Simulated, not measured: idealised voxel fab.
You're looking at the process module voxel wiring stack.
Cross-sectional view cut (width: 240 nm; square cell size: 5 nm).
Cross-section = grid of square cells, listed top down in bands; band = one or more rows. Look at the band entry: it leads with the top's height and the bottom's height in nm. Then it lists the materials left to right, with a width in nm for each. The word "all across" on a single material says that material fills the band edge to edge. The word "empty" is empty space. Where do heights start? At 0: under that level the wafer as delivered is made of one material only. And the lowest band has no floor; it just carries on downward, as in "z 0 and below". Graded width ("30->40"): value in top row of band = first number; value in bottom row = second number; row-to-row change constant. "no change occurred", as given for a step, is the statement that not any cell of the cross-section underwent a change during that step. Entry "Closed voids list". Content: empty spaces with no open connection to the top, size 8 cells or greater. Each: width x height at distance. Distance: from left edge. Unit: nm. On a step's line, text after the settings is the simulator commenting on that step. For masked steps, "overlay nm" on the step line gives how far right of plan the mask actually lay; a minus sign means it lay to the left.
# Set out below are the planned steps of the process
1) RECEIVE (material Si)
2) CONFORMAL_DEP (material SiO2; thk nm 10)
3) CONFORMAL_DEP (material SiN; thk nm 5)
4) DIRECTIONAL_DEP (material lowk; thk nm 15)
5) DIRECTIONAL_DEP (material aC; thk nm 15)
6) PATTERN (tone open; mask id METAL_1; material resist; width nm 30; pitch nm 45; thk nm 35; overlay nm 0)
7) DIRECTIONAL_ETCH (etch materials aC; depth nm 15)
8) STRIP (etch materials resist)
9) DIRECTIONAL_ETCH (etch materials lowk; depth nm 15)
10) DIRECTIONAL_ETCH (etch materials SiN; depth nm 5)
11) STRIP (etch materials aC)
12) CONFORMAL_DEP (material TiN; thk nm 5)
13) FILL_DEP (material W; thk nm 10)
14) CMP (height nm 30)
15) EPI (material Ru; thk nm 5)
16) FILL_DEP (material SiCN; thk nm 5)
17) DIRECTIONAL_DEP (material SiO2; thk nm 10)
18) DIRECTIONAL_DEP (material aC; thk nm 15)
19) PATTERN (tone open; mask id PLUG_1; material resist; width nm 15; pitch nm 45; thk nm 30; overlay nm 0)
20) DIRECTIONAL_ETCH (etch materials aC; depth nm 15)
21) STRIP (etch materials resist)
22) DIRECTIONAL_ETCH (etch materials SiO2; depth nm 10)
23) DIRECTIONAL_ETCH (etch materials SiCN; depth nm 5)
24) STRIP (etch materials aC)
25) EPI (material Ru; thk nm 10)
26) EPI (material Ru; thk nm 5)
27) CONFORMAL_DEP (material SiN; thk nm 5)
28) DIRECTIONAL_DEP (material lowk; thk nm 25)
29) DIRECTIONAL_DEP (material aC; thk nm 10)
30) PATTERN (tone open; mask id METAL_2; material resist; width nm 30; pitch nm 45; thk nm 25; overlay nm 0)
31) DIRECTIONAL_ETCH (etch materials aC; depth nm 10)
32) STRIP (etch materials resist)
33) DIRECTIONAL_ETCH (etch materials lowk; depth nm 25)
34) DIRECTIONAL_ETCH (etch materials SiN; depth nm 5)
35) STRIP (etch materials aC)
36) CONFORMAL_DEP (material TiN; thk nm 5)
37) FILL_DEP (material W; thk nm 10)
38) CMP (height nm 80)
39) CONFORMAL_DEP (material SiCN; thk nm 5)
# What follows covers the first of two wafers; it ran as planned
# Shown in cross-section is the wafer as received, that is, as it stands after step 1
z 0 and below  Si all across
Closed voids list: none
# How the wafer stands in section after step 2
z 10 to 0  SiO2 all across
Below 0, the layers are the same as they were.
# How the wafer stands in section after step 3
z 15 to 10  SiN all across
Below 10, the layers are the same as they were.
# How the wafer stands in section after step 4
z 30 to 15  lowk all across
Below 15, the layers are the same as they were.
# How the wafer stands in section after step 5
z 45 to 30  aC all across
Below 30, the layers are the same as they were.
# How the wafer stands in section after step 6
z 80 to 45  80 resist, then 30 empty, then 15 resist, then 30 empty, then 85 resist
Below 45, the layers are the same as they were.
# How the wafer stands in section after step 7
z 65 to 45  80 resist, then 30 empty, then 15 resist, then 30 empty, then 85 resist
z 45 to 30  80 aC, then 30 empty, then 15 aC, then 30 empty, then 85 aC
Below 30, the layers are the same as they were.
# How the wafer stands in section after step 8
z 45 to 30  80 aC, then 30 empty, then 15 aC, then 30 empty, then 85 aC
Below 30, the layers are the same as they were.
# How the wafer stands in section after step 9
z 45 to 30  80 aC, then 30 empty, then 15 aC, then 30 empty, then 85 aC
z 30 to 15  80 lowk, then 30 empty, then 15 lowk, then 30 empty, then 85 lowk
Below 15, the layers are the same as they were.
# How the wafer stands in section after step 10
z 45 to 30  80 aC, then 30 empty, then 15 aC, then 30 empty, then 85 aC
z 30 to 15  80 lowk, then 30 empty, then 15 lowk, then 30 empty, then 85 lowk
z 15 to 10  80 SiN, then 30 empty, then 15 SiN, then 30 empty, then 85 SiN
Below 10, the layers are the same as they were.
# How the wafer stands in section after step 11
z 30 to 15  80 lowk, then 30 empty, then 15 lowk, then 30 empty, then 85 lowk
Below 15, the layers are the same as they were.
# How the wafer stands in section after step 12
z 35 to 30  85 TiN, then 20 empty, then 25 TiN, then 20 empty, then 90 TiN
z 30 to 15  80 lowk, then 5 TiN, then 20 empty, then 5 TiN, then 15 lowk, then 5 TiN, then 20 empty, then 5 TiN, then 85 lowk
z 15 to 10  80 SiN, then 30 TiN, then 15 SiN, then 30 TiN, then 85 SiN
Below 10, the layers are the same as they were.
# How the wafer stands in section after step 13
z 45 to 35  W all across
z 35 to 30  85 TiN, then 20 W, then 25 TiN, then 20 W, then 90 TiN
z 30 to 15  80 lowk, then 5 TiN, then 20 W, then 5 TiN, then 15 lowk, then 5 TiN, then 20 W, then 5 TiN, then 85 lowk
Below 15, the layers are the same as they were.
# How the wafer stands in section after step 14
z 30 to 15  80 lowk, then 5 TiN, then 20 W, then 5 TiN, then 15 lowk, then 5 TiN, then 20 W, then 5 TiN, then 85 lowk
Below 15, the layers are the same as they were.
# How the wafer stands in section after step 15
z 35 to 30  75 empty, then 40 Ru, then 5 empty, then 40 Ru, then 80 empty
Below 30, the layers are the same as they were.
# How the wafer stands in section after step 16
z 40 to 35  SiCN all across
z 35 to 30  75 SiCN, then 40 Ru, then 5 SiCN, then 40 Ru, then 80 SiCN
Below 30, the layers are the same as they were.
# How the wafer stands in section after step 17
z 50 to 40  SiO2 all across
Below 40, the layers are the same as they were.
# How the wafer stands in section after step 18
z 65 to 50  aC all across
Below 50, the layers are the same as they were.
# How the wafer stands in section after step 19
z 95 to 65  80 resist, then 15 empty, then 30 resist, then 15 empty, then 100 resist
Below 65, the layers are the same as they were.
# How the wafer stands in section after step 20
z 80 to 65  80 resist, then 15 empty, then 30 resist, then 15 empty, then 100 resist
z 65 to 50  80 aC, then 15 empty, then 30 aC, then 15 empty, then 100 aC
Below 50, the layers are the same as they were.
# How the wafer stands in section after step 21
z 65 to 50  80 aC, then 15 empty, then 30 aC, then 15 empty, then 100 aC
Below 50, the layers are the same as they were.
# How the wafer stands in section after step 22
z 65 to 50  80 aC, then 15 empty, then 30 aC, then 15 empty, then 100 aC
z 50 to 40  80 SiO2, then 15 empty, then 30 SiO2, then 15 empty, then 100 SiO2
Below 40, the layers are the same as they were.
# How the wafer stands in section after step 23
z 65 to 50  80 aC, then 15 empty, then 30 aC, then 15 empty, then 100 aC
z 50 to 40  80 SiO2, then 15 empty, then 30 SiO2, then 15 empty, then 100 SiO2
z 40 to 35  80 SiCN, then 15 empty, then 30 SiCN, then 15 empty, then 100 SiCN
Below 35, the layers are the same as they were.
# How the wafer stands in section after step 24
z 50 to 40  80 SiO2, then 15 empty, then 30 SiO2, then 15 empty, then 100 SiO2
Below 40, the layers are the same as they were.
# How the wafer stands in section after step 25
z 50 to 45  80 SiO2, then 15 empty, then 30 SiO2, then 15 empty, then 100 SiO2
z 45 to 40  80 SiO2, then 15 Ru, then 30 SiO2, then 15 Ru, then 100 SiO2
z 40 to 30  80->75 SiCN, then 15->40 Ru, then 30->5 SiCN, then 15->40 Ru, then 100->80 SiCN
Below 30, the layers are the same as they were.
# How the wafer stands in section after step 26
z 50 to 40  80 SiO2, then 15 Ru, then 30 SiO2, then 15 Ru, then 100 SiO2
Below 40, the layers are the same as they were.
# How the wafer stands in section after step 27
z 55 to 50  SiN all across
Below 50, the layers are the same as they were.
# How the wafer stands in section after step 28
z 80 to 55  lowk all across
Below 55, the layers are the same as they were.
# How the wafer stands in section after step 29
z 90 to 80  aC all across
Below 80, the layers are the same as they were.
# How the wafer stands in section after step 30
z 115 to 90  80 resist, then 30 empty, then 15 resist, then 30 empty, then 85 resist
Below 90, the layers are the same as they were.
# How the wafer stands in section after step 31
z 105 to 90  80 resist, then 30 empty, then 15 resist, then 30 empty, then 85 resist
z 90 to 80  80 aC, then 30 empty, then 15 aC, then 30 empty, then 85 aC
Below 80, the layers are the same as they were.
# How the wafer stands in section after step 32
z 90 to 80  80 aC, then 30 empty, then 15 aC, then 30 empty, then 85 aC
Below 80, the layers are the same as they were.
# How the wafer stands in section after step 33
z 90 to 80  80 aC, then 30 empty, then 15 aC, then 30 empty, then 85 aC
z 80 to 55  80 lowk, then 30 empty, then 15 lowk, then 30 empty, then 85 lowk
Below 55, the layers are the same as they were.
# How the wafer stands in section after step 34
z 90 to 80  80 aC, then 30 empty, then 15 aC, then 30 empty, then 85 aC
z 80 to 55  80 lowk, then 30 empty, then 15 lowk, then 30 empty, then 85 lowk
z 55 to 50  80 SiN, then 30 empty, then 15 SiN, then 30 empty, then 85 SiN
Below 50, the layers are the same as they were.
# How the wafer stands in section after step 35
z 80 to 55  80 lowk, then 30 empty, then 15 lowk, then 30 empty, then 85 lowk
Below 55, the layers are the same as they were.
# How the wafer stands in section after step 36
z 85 to 80  85 TiN, then 20 empty, then 25 TiN, then 20 empty, then 90 TiN
z 80 to 55  80 lowk, then 5 TiN, then 20 empty, then 5 TiN, then 15 lowk, then 5 TiN, then 20 empty, then 5 TiN, then 85 lowk
z 55 to 50  80 SiN, then 30 TiN, then 15 SiN, then 30 TiN, then 85 SiN
Below 50, the layers are the same as they were.
# How the wafer stands in section after step 37
z 95 to 85  W all across
z 85 to 80  85 TiN, then 20 W, then 25 TiN, then 20 W, then 90 TiN
z 80 to 55  80 lowk, then 5 TiN, then 20 W, then 5 TiN, then 15 lowk, then 5 TiN, then 20 W, then 5 TiN, then 85 lowk
Below 55, the layers are the same as they were.
# How the wafer stands in section after step 38
z 80 to 55  80 lowk, then 5 TiN, then 20 W, then 5 TiN, then 15 lowk, then 5 TiN, then 20 W, then 5 TiN, then 85 lowk
Below 55, the layers are the same as they were.
# How the wafer stands in section after step 39
z 85 to 80  SiCN all across
Below 80, the layers are the same as they were.
# Second wafer - shared start and plan with the first - one error in running - same as the first up to step 1 inclusive
# The second wafer in cross-section, at the planned close of step 2
z 5 to 0  SiO2 all across
Below 0, the layers are the same as they were.
# The second wafer in cross-section, at the planned close of step 3
z 10 to 5  SiN all across
Below 5, the layers are the same as they were.
# The second wafer in cross-section, at the planned close of step 4
z 25 to 10  lowk all across
Below 10, the layers are the same as they were.
# The second wafer in cross-section, at the planned close of step 5
z 40 to 25  aC all across
Below 25, the layers are the same as they were.
# The second wafer in cross-section, at the planned close of step 6
z 75 to 40  80 resist, then 30 empty, then 15 resist, then 30 empty, then 85 resist
Below 40, the layers are the same as they were.
# The second wafer in cross-section, at the planned close of step 7
z 60 to 40  80 resist, then 30 empty, then 15 resist, then 30 empty, then 85 resist
z 40 to 25  80 aC, then 30 empty, then 15 aC, then 30 empty, then 85 aC
Below 25, the layers are the same as they were.
# The second wafer in cross-section, at the planned close of step 8
z 40 to 25  80 aC, then 30 empty, then 15 aC, then 30 empty, then 85 aC
Below 25, the layers are the same as they were.
# The second wafer in cross-section, at the planned close of step 9
z 40 to 25  80 aC, then 30 empty, then 15 aC, then 30 empty, then 85 aC
z 25 to 10  80 lowk, then 30 empty, then 15 lowk, then 30 empty, then 85 lowk
Below 10, the layers are the same as they were.
# The second wafer in cross-section, at the planned close of step 10
z 40 to 25  80 aC, then 30 empty, then 15 aC, then 30 empty, then 85 aC
z 25 to 10  80 lowk, then 30 empty, then 15 lowk, then 30 empty, then 85 lowk
z 10 to 5  80 SiN, then 30 empty, then 15 SiN, then 30 empty, then 85 SiN
Below 5, the layers are the same as they were.
# The second wafer in cross-section, at the planned close of step 11
z 25 to 10  80 lowk, then 30 empty, then 15 lowk, then 30 empty, then 85 lowk
Below 10, the layers are the same as they were.
# The second wafer in cross-section, at the planned close of step 12
z 30 to 25  85 TiN, then 20 empty, then 25 TiN, then 20 empty, then 90 TiN
z 25 to 10  80 lowk, then 5 TiN, then 20 empty, then 5 TiN, then 15 lowk, then 5 TiN, then 20 empty, then 5 TiN, then 85 lowk
z 10 to 5  80 SiN, then 30 TiN, then 15 SiN, then 30 TiN, then 85 SiN
Below 5, the layers are the same as they were.
# The second wafer in cross-section, at the planned close of step 13
z 40 to 30  W all across
z 30 to 25  85 TiN, then 20 W, then 25 TiN, then 20 W, then 90 TiN
z 25 to 10  80 lowk, then 5 TiN, then 20 W, then 5 TiN, then 15 lowk, then 5 TiN, then 20 W, then 5 TiN, then 85 lowk
Below 10, the layers are the same as they were.
# The second wafer in cross-section, at the planned close of step 14
z 30 to 25  85 TiN, then 20 W, then 25 TiN, then 20 W, then 90 TiN
Below 25, the layers are the same as they were.
# The second wafer in cross-section, at the planned close of step 15
z 35 to 30  Ru all across
Below 30, the layers are the same as they were.
# The second wafer in cross-section, at the planned close of step 16
z 40 to 35  SiCN all across
Below 35, the layers are the same as they were.
# The second wafer in cross-section, at the planned close of step 17
z 50 to 40  SiO2 all across
Below 40, the layers are the same as they were.
# The second wafer in cross-section, at the planned close of step 18
z 65 to 50  aC all across
Below 50, the layers are the same as they were.
# The second wafer in cross-section, at the planned close of step 19
z 95 to 65  80 resist, then 15 empty, then 30 resist, then 15 empty, then 100 resist
Below 65, the layers are the same as they were.
# The second wafer in cross-section, at the planned close of step 20
z 80 to 65  80 resist, then 15 empty, then 30 resist, then 15 empty, then 100 resist
z 65 to 50  80 aC, then 15 empty, then 30 aC, then 15 empty, then 100 aC
Below 50, the layers are the same as they were.
# The second wafer in cross-section, at the planned close of step 21
z 65 to 50  80 aC, then 15 empty, then 30 aC, then 15 empty, then 100 aC
Below 50, the layers are the same as they were.
# The second wafer in cross-section, at the planned close of step 22
z 65 to 50  80 aC, then 15 empty, then 30 aC, then 15 empty, then 100 aC
z 50 to 40  80 SiO2, then 15 empty, then 30 SiO2, then 15 empty, then 100 SiO2
Below 40, the layers are the same as they were.
# The second wafer in cross-section, at the planned close of step 23
z 65 to 50  80 aC, then 15 empty, then 30 aC, then 15 empty, then 100 aC
z 50 to 40  80 SiO2, then 15 empty, then 30 SiO2, then 15 empty, then 100 SiO2
z 40 to 35  80 SiCN, then 15 empty, then 30 SiCN, then 15 empty, then 100 SiCN
Below 35, the layers are the same as they were.
# The second wafer in cross-section, at the planned close of step 24
z 50 to 40  80 SiO2, then 15 empty, then 30 SiO2, then 15 empty, then 100 SiO2
Below 40, the layers are the same as they were.
# The second wafer in cross-section, at the planned close of step 25
z 50 to 45  80 SiO2, then 15 empty, then 30 SiO2, then 15 empty, then 100 SiO2
z 45 to 40  80 SiO2, then 15 Ru, then 30 SiO2, then 15 Ru, then 100 SiO2
z 40 to 35  80 SiCN, then 15 Ru, then 30 SiCN, then 15 Ru, then 100 SiCN
Below 35, the layers are the same as they were.
# The second wafer in cross-section, at the planned close of step 26
z 50 to 40  80 SiO2, then 15 Ru, then 30 SiO2, then 15 Ru, then 100 SiO2
Below 40, the layers are the same as they were.
# The second wafer in cross-section, at the planned close of step 27
z 55 to 50  SiN all across
Below 50, the layers are the same as they were.
# The second wafer in cross-section, at the planned close of step 28
z 80 to 55  lowk all across
Below 55, the layers are the same as they were.
# The second wafer in cross-section, at the planned close of step 29
z 90 to 80  aC all across
Below 80, the layers are the same as they were.
# The second wafer in cross-section, at the planned close of step 30
z 115 to 90  80 resist, then 30 empty, then 15 resist, then 30 empty, then 85 resist
Below 90, the layers are the same as they were.
# The second wafer in cross-section, at the planned close of step 31
z 105 to 90  80 resist, then 30 empty, then 15 resist, then 30 empty, then 85 resist
z 90 to 80  80 aC, then 30 empty, then 15 aC, then 30 empty, then 85 aC
Below 80, the layers are the same as they were.
# The second wafer in cross-section, at the planned close of step 32
z 90 to 80  80 aC, then 30 empty, then 15 aC, then 30 empty, then 85 aC
Below 80, the layers are the same as they were.
# The second wafer in cross-section, at the planned close of step 33
z 90 to 80  80 aC, then 30 empty, then 15 aC, then 30 empty, then 85 aC
z 80 to 55  80 lowk, then 30 empty, then 15 lowk, then 30 empty, then 85 lowk
Below 55, the layers are the same as they were.
# The second wafer in cross-section, at the planned close of step 34
z 90 to 80  80 aC, then 30 empty, then 15 aC, then 30 empty, then 85 aC
z 80 to 55  80 lowk, then 30 empty, then 15 lowk, then 30 empty, then 85 lowk
z 55 to 50  80 SiN, then 30 empty, then 15 SiN, then 30 empty, then 85 SiN
Below 50, the layers are the same as they were.
# The second wafer in cross-section, at the planned close of step 35
z 80 to 55  80 lowk, then 30 empty, then 15 lowk, then 30 empty, then 85 lowk
Below 55, the layers are the same as they were.
# The second wafer in cross-section, at the planned close of step 36
z 85 to 80  85 TiN, then 20 empty, then 25 TiN, then 20 empty, then 90 TiN
z 80 to 55  80 lowk, then 5 TiN, then 20 empty, then 5 TiN, then 15 lowk, then 5 TiN, then 20 empty, then 5 TiN, then 85 lowk
z 55 to 50  80 SiN, then 30 TiN, then 15 SiN, then 30 TiN, then 85 SiN
Below 50, the layers are the same as they were.
# The second wafer in cross-section, at the planned close of step 37
z 95 to 85  W all across
z 85 to 80  85 TiN, then 20 W, then 25 TiN, then 20 W, then 90 TiN
z 80 to 55  80 lowk, then 5 TiN, then 20 W, then 5 TiN, then 15 lowk, then 5 TiN, then 20 W, then 5 TiN, then 85 lowk
Below 55, the layers are the same as they were.
# The second wafer in cross-section, at the planned close of step 38
z 80 to 55  80 lowk, then 5 TiN, then 20 W, then 5 TiN, then 15 lowk, then 5 TiN, then 20 W, then 5 TiN, then 85 lowk
Below 55, the layers are the same as they were.
# The second wafer in cross-section, at the planned close of step 39
z 85 to 80  SiCN all across
Below 80, the layers are the same as they were.
The mistake made against the process plan was this: heads up, step 2 didn't go per plan, it actually ran as CONFORMAL_DEP (material SiO2; thk nm 5)
Heads up, by the end the second wafer has more or fewer cells of some materials compared to the first: +32 Ru | -32 SiCN | -48 SiO2 | +40 TiN | +8 W
